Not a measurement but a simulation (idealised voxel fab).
The following is a process module called voxel wiring stack.
Square cells of 5 nm make up the cross-section cut, whose width is 260 nm.
How to read a cross-section here: the picture is a grid of square cells, written as bands going from the top down, and any band can span one or more rows of cells. Look at the band entry: it leads with the top's height and the bottom's height in nm. Then it lists the materials left to right, with a width in nm for each. The word "throughout" on a single material says that material fills the band edge to edge. The word "empty" is empty space. Convention: height 0 is the level below which the wafer, as received, is all one material. The lowest band does not terminate at the bottom but continues downward, represented as "0 and below". Graded width ("30->40"): value in top row of band = first number; value in bottom row = second number; row-to-row change constant. Where a step carries "nothing altered", the cross-section came out of it unchanged, cell for cell. In "Sealed void listing" the enclosed voids are listed, meaning empty spaces of 8 cells or larger without any opening to the top. The form is width x height at distance, distance from the left edge, units nm. What comes after the settings on a step's line is commentary from the simulator itself on that step. If you see "overlay nm" on a step's line and that step has a mask, it's telling you how far right of where it was planned the mask ended up; a negative number means it went left instead.

[Intended process steps]
1 RECEIVE with material Si
2 CONFORMAL_DEP with material SiO2, thk nm 15
3 CONFORMAL_DEP with material SiN, thk nm 5
4 DIRECTIONAL_DEP with material SiO2, thk nm 20
5 PATTERN with tone open, mask id METAL_1, material resist, width nm 30, pitch nm 60, thk nm 20, overlay nm 0
6 DIRECTIONAL_ETCH with etch materials SiO2, depth nm 20
7 DIRECTIONAL_ETCH with etch materials SiN, depth nm 5
8 STRIP with etch materials resist
9 CONFORMAL_DEP with material TiN, thk nm 5
10 FILL_DEP with material Cu, thk nm 5
11 CMP with height nm 40
12 CONFORMAL_DEP with material SiCN, thk nm 5
13 DIRECTIONAL_DEP with material lowk, thk nm 30
14 PATTERN with tone open, mask id METAL_2_HOLES, material resist, width nm 15, pitch nm 120, thk nm 20, overlay nm 0
15 DIRECTIONAL_ETCH with etch materials lowk, depth nm 30
16 STRIP with etch materials resist
17 DIRECTIONAL_DEP with material aC, thk nm 15
18 PATTERN with tone open, mask id METAL_2, material resist, width nm 30, pitch nm 60, thk nm 35, overlay nm 0
19 DIRECTIONAL_ETCH with etch materials aC, depth nm 15
20 STRIP with etch materials resist
21 DIRECTIONAL_ETCH with etch materials lowk, depth nm 15
22 DIRECTIONAL_ETCH with etch materials SiCN, depth nm 5
23 STRIP with etch materials aC
24 CONFORMAL_DEP with material TiN, thk nm 5
25 FILL_DEP with material Cu, thk nm 5
26 CMP with height nm 75
27 CONFORMAL_DEP with material SiCN, thk nm 5
28 DIRECTIONAL_DEP with material SiO2, thk nm 20
29 PATTERN with tone open, mask id PLUG_2, material resist, width nm 15, pitch nm 60, thk nm 15, overlay nm 0
30 DIRECTIONAL_ETCH with etch materials SiO2, depth nm 20
31 DIRECTIONAL_ETCH with etch materials SiCN, depth nm 5
32 STRIP with etch materials resist
33 CONFORMAL_DEP with material TiN, thk nm 5
34 FILL_DEP with material Cu, thk nm 10
35 CMP with height nm 100
36 DIRECTIONAL_DEP with material TiN, thk nm 5
37 DIRECTIONAL_DEP with material W, thk nm 25
38 MASKED_ETCH with tone cover, mask id METAL_3, width nm 30, pitch nm 60, etch materials W, depth nm 25, overlay nm 0
39 MASKED_ETCH with tone cover, mask id METAL_3, width nm 30, pitch nm 60, etch materials TiN, depth nm 5, overlay nm 0
40 CONFORMAL_DEP with material SiCN, thk nm 5
41 FILL_DEP with material SiO2, thk nm 10
42 CMP with height nm 130
43 CONFORMAL_DEP with material SiCN, thk nm 5
44 DIRECTIONAL_DEP with material lowk, thk nm 20
45 MASKED_ETCH with tone open, mask id PLUG_3, width nm 15, pitch nm 120, etch materials lowk, depth nm 20, overlay nm 0
46 MASKED_ETCH with tone open, mask id PLUG_3, width nm 15, pitch nm 120, etch materials SiCN, depth nm 5, overlay nm 0
47 EPI with material Ru, thk nm 10
48 EPI with material Ru, thk nm 10
49 EPI with material Ru, thk nm 5
50 CONFORMAL_DEP with material SiCN, thk nm 5
51 DIRECTIONAL_DEP with material SiO2, thk nm 25
52 PATTERN with tone open, mask id METAL_4, material resist, width nm 30, pitch nm 60, thk nm 20, overlay nm 0
53 DIRECTIONAL_ETCH with etch materials SiO2, depth nm 25
54 DIRECTIONAL_ETCH with etch materials SiCN, depth nm 5
55 STRIP with etch materials resist
56 CONFORMAL_DEP with material TiN, thk nm 5
57 FILL_DEP with material W, thk nm 5
58 CMP with height nm 185
59 EPI with material Ru, thk nm 5
60 FILL_DEP with material SiCN, thk nm 5

[Received-state cross-section, reflecting completion of step 1]
0 and below: Si throughout
Sealed void listing: none

[Here's the cross-section of the first of our two wafers at the end of the module - it ran as planned]
195 down to 190: SiCN throughout
190 down to 185: SiCN 50 nm / Ru 40 nm / SiCN 20 nm / Ru 40 nm / SiCN 20 nm / Ru 40 nm / SiCN 50 nm
185 down to 160: SiO2 55 nm / TiN 5 nm / W 20 nm / TiN 5 nm / SiO2 30 nm / TiN 5 nm / W 20 nm / TiN 5 nm / SiO2 30 nm / TiN 5 nm / W 20 nm / TiN 5 nm / SiO2 55 nm
160 down to 155: SiCN 55 nm / TiN 30 nm / SiCN 30 nm / TiN 30 nm / SiCN 30 nm / TiN 30 nm / SiCN 55 nm
155 down to 135: lowk 55 nm / Ru 15 nm / lowk 105 nm / Ru 15 nm / lowk 70 nm
135 down to 130: SiCN 55 nm / Ru 15 nm / SiCN 105 nm / Ru 15 nm / SiCN 70 nm
130 down to 105: SiO2 50 nm / SiCN 5 nm / W 30 nm / SiCN 5 nm / SiO2 20 nm / SiCN 5 nm / W 30 nm / SiCN 5 nm / SiO2 20 nm / SiCN 5 nm / W 30 nm / SiCN 5 nm / SiO2 50 nm
105 down to 100: SiCN 55 nm / TiN 30 nm / SiCN 30 nm / TiN 30 nm / SiCN 30 nm / TiN 30 nm / SiCN 55 nm
100 down to 80: SiO2 55 nm / TiN 5 nm / Cu 5 nm / TiN 5 nm / SiO2 45 nm / TiN 5 nm / Cu 5 nm / TiN 5 nm / SiO2 45 nm / TiN 5 nm / Cu 5 nm / TiN 5 nm / SiO2 70 nm
80 down to 75: SiCN 55 nm / TiN 15 nm / SiCN 45 nm / TiN 15 nm / SiCN 45 nm / TiN 15 nm / SiCN 70 nm
75 down to 65: lowk 55 nm / TiN 5 nm / Cu 20 nm / TiN 5 nm / lowk 30 nm / TiN 5 nm / Cu 20 nm / TiN 5 nm / lowk 30 nm / TiN 5 nm / Cu 20 nm / TiN 5 nm / lowk 55 nm
65 down to 60: lowk 55 nm / TiN 5 nm / Cu 5 nm / TiN 20 nm / lowk 30 nm / TiN 30 nm / lowk 30 nm / TiN 5 nm / Cu 5 nm / TiN 20 nm / lowk 55 nm
60 down to 45: lowk 55 nm / TiN 5 nm / Cu 5 nm / TiN 5 nm / lowk 105 nm / TiN 5 nm / Cu 5 nm / TiN 5 nm / lowk 70 nm
45 down to 40: SiCN 55 nm / TiN 15 nm / SiCN 105 nm / TiN 15 nm / SiCN 70 nm
40 down to 20: SiO2 55 nm / TiN 5 nm / Cu 20 nm / TiN 5 nm / SiO2 30 nm / TiN 5 nm / Cu 20 nm / TiN 5 nm / SiO2 30 nm / TiN 5 nm / Cu 20 nm / TiN 5 nm / SiO2 55 nm
20 down to 15: SiN 55 nm / TiN 30 nm / SiN 30 nm / TiN 30 nm / SiN 30 nm / TiN 30 nm / SiN 55 nm
15 down to 0: SiO2 throughout
0 and below: Si throughout
Sealed void listing: none

[Module end: cross-section of wafer two of two. Same start and process plan as the first wafer. One mistake during execution]
195 down to 190: SiCN throughout
190 down to 185: Ru throughout
185 down to 180: TiN 60 nm / W 20 nm / TiN 40 nm / W 20 nm / TiN 40 nm / W 20 nm / TiN 60 nm
180 down to 160: SiO2 55 nm / TiN 5 nm / W 20 nm / TiN 5 nm / SiO2 30 nm / TiN 5 nm / W 20 nm / TiN 5 nm / SiO2 30 nm / TiN 5 nm / W 20 nm / TiN 5 nm / SiO2 55 nm
160 down to 155: SiO2 55 nm / TiN 30 nm / SiO2 30 nm / TiN 30 nm / SiO2 30 nm / TiN 30 nm / SiO2 55 nm
155 down to 135: lowk 55 nm / Ru 15 nm / lowk 105 nm / Ru 15 nm / lowk 70 nm
135 down to 130: SiCN 55 nm / Ru 15 nm / SiCN 105 nm / Ru 15 nm / SiCN 70 nm
130 down to 105: SiO2 50 nm / SiCN 5 nm / W 30 nm / SiCN 5 nm / SiO2 20 nm / SiCN 5 nm / W 30 nm / SiCN 5 nm / SiO2 20 nm / SiCN 5 nm / W 30 nm / SiCN 5 nm / SiO2 50 nm
105 down to 100: SiCN 55 nm / TiN 30 nm / SiCN 30 nm / TiN 30 nm / SiCN 30 nm / TiN 30 nm / SiCN 55 nm
100 down to 80: SiO2 55 nm / TiN 5 nm / Cu 5 nm / TiN 5 nm / SiO2 45 nm / TiN 5 nm / Cu 5 nm / TiN 5 nm / SiO2 45 nm / TiN 5 nm / Cu 5 nm / TiN 5 nm / SiO2 70 nm
80 down to 75: SiCN 55 nm / TiN 15 nm / SiCN 45 nm / TiN 15 nm / SiCN 45 nm / TiN 15 nm / SiCN 70 nm
75 down to 65: lowk 55 nm / TiN 5 nm / Cu 20 nm / TiN 5 nm / lowk 30 nm / TiN 5 nm / Cu 20 nm / TiN 5 nm / lowk 30 nm / TiN 5 nm / Cu 20 nm / TiN 5 nm / lowk 55 nm
65 down to 60: lowk 55 nm / TiN 5 nm / Cu 5 nm / TiN 20 nm / lowk 30 nm / TiN 30 nm / lowk 30 nm / TiN 5 nm / Cu 5 nm / TiN 20 nm / lowk 55 nm
60 down to 45: lowk 55 nm / TiN 5 nm / Cu 5 nm / TiN 5 nm / lowk 105 nm / TiN 5 nm / Cu 5 nm / TiN 5 nm / lowk 70 nm
45 down to 40: SiCN 55 nm / TiN 15 nm / SiCN 105 nm / TiN 15 nm / SiCN 70 nm
40 down to 20: SiO2 55 nm / TiN 5 nm / Cu 20 nm / TiN 5 nm / SiO2 30 nm / TiN 5 nm / Cu 20 nm / TiN 5 nm / SiO2 30 nm / TiN 5 nm / Cu 20 nm / TiN 5 nm / SiO2 55 nm
20 down to 15: SiN 55 nm / TiN 30 nm / SiN 30 nm / TiN 30 nm / SiN 30 nm / TiN 30 nm / SiN 55 nm
15 down to 0: SiO2 throughout
0 and below: Si throughout
Sealed void listing: none
Error vs. plan: step 50 from the plan never happened, it was just skipped
Heads up, by the end the second wafer has more or fewer cells of some materials compared to the first: +28 Ru; -62 SiCN; +34 TiN
